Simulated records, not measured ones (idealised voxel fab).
process module | voxel ribs on slabs
cross-section cut | 265 nm wide | cells 5 nm
A cross-section is a grid of square cells, given in bands from the top down. A band is one or more rows of cells.
Each band's line starts with the height of the band's top and of its bottom, in nm. Then come its materials from left to right, each with its width in nm. One material with "throughout" fills the band from edge to edge. "air" is empty space.
Height 0 is the level under which the wafer as received is all one material. The lowest band goes on downwards, as in "0 down".
A width such as "30 to 40" changes by the same amount from each row of cells to the next, from the band's top row to its bottom row.
"no change" after a step means that no cell of the cross-section changed.
closed voids: empty space of 8 cells or more with no open way to the top, each as width x height at its distance from the left edge, in nm
after a step's settings: what the simulator itself notes on the step
overlay nm, on a step with a mask: how far to the right of its planned place the mask lay; to the left if negative
plan
1 op RECEIVE | material Si
2 op DIRECTIONAL_DEP | material SiO2 | thk nm 20
3 op DIRECTIONAL_DEP | material SiN | thk nm 25
4 op DIRECTIONAL_DEP | material aC | thk nm 10
5 op PATTERN | tone cover | mask id RIB | material resist | width nm 25 | thk nm 25 | overlay nm 0
6 op DIRECTIONAL_ETCH | etch materials aC | depth nm 10
7 op STRIP | etch materials resist
8 op DIRECTIONAL_ETCH | etch materials SiN | depth nm 20
9 op STRIP | etch materials aC
10 op MASKED_ETCH | tone cover | mask id SLAB | width nm 75 | etch materials SiN | depth nm 5 | overlay nm 0
11 op FILL_DEP | material SiO2 | thk nm 15
12 op CMP | height nm 55
13 op DIRECTIONAL_DEP | material TiN | thk nm 5
14 op MASKED_ETCH | tone cover | mask id HEATER | width nm 35 | etch materials TiN | depth nm 5 | overlay nm 0
15 op CONFORMAL_DEP | material SiO2 | thk nm 5
as received, after step 1
  0 down: Si throughout
  closed voids: none
first wafer at the end, as planned
  65 to 60: air 110 | SiO2 45 | air 110
  60 to 55: SiO2 115 | TiN 35 | SiO2 115
  55 to 45: SiO2 throughout
  45 to 25: SiO2 120 | SiN 25 | SiO2 120
  25 to 20: SiO2 95 | SiN 75 | SiO2 95
  20 to 0: SiO2 throughout
  0 down: Si throughout
  closed voids: none
second wafer at the end: like start, like plan, one mistake
  65 to 60: air 110 | SiO2 45 | air 110
  60 to 55: SiO2 115 | TiN 35 | SiO2 115
  55 to 45: SiO2 throughout
  45 to 25: SiO2 130 | SiN 25 | SiO2 110
  25 to 20: SiO2 95 | SiN 75 | SiO2 95
  20 to 0: SiO2 throughout
  0 down: Si throughout
  closed voids: none
what went wrong: step 5 ran as: op PATTERN | tone cover | mask id RIB | material resist | width nm 25 | thk nm 25 | overlay nm 10
at the end the second wafer has, in cells: as many of each material as the first, in other places
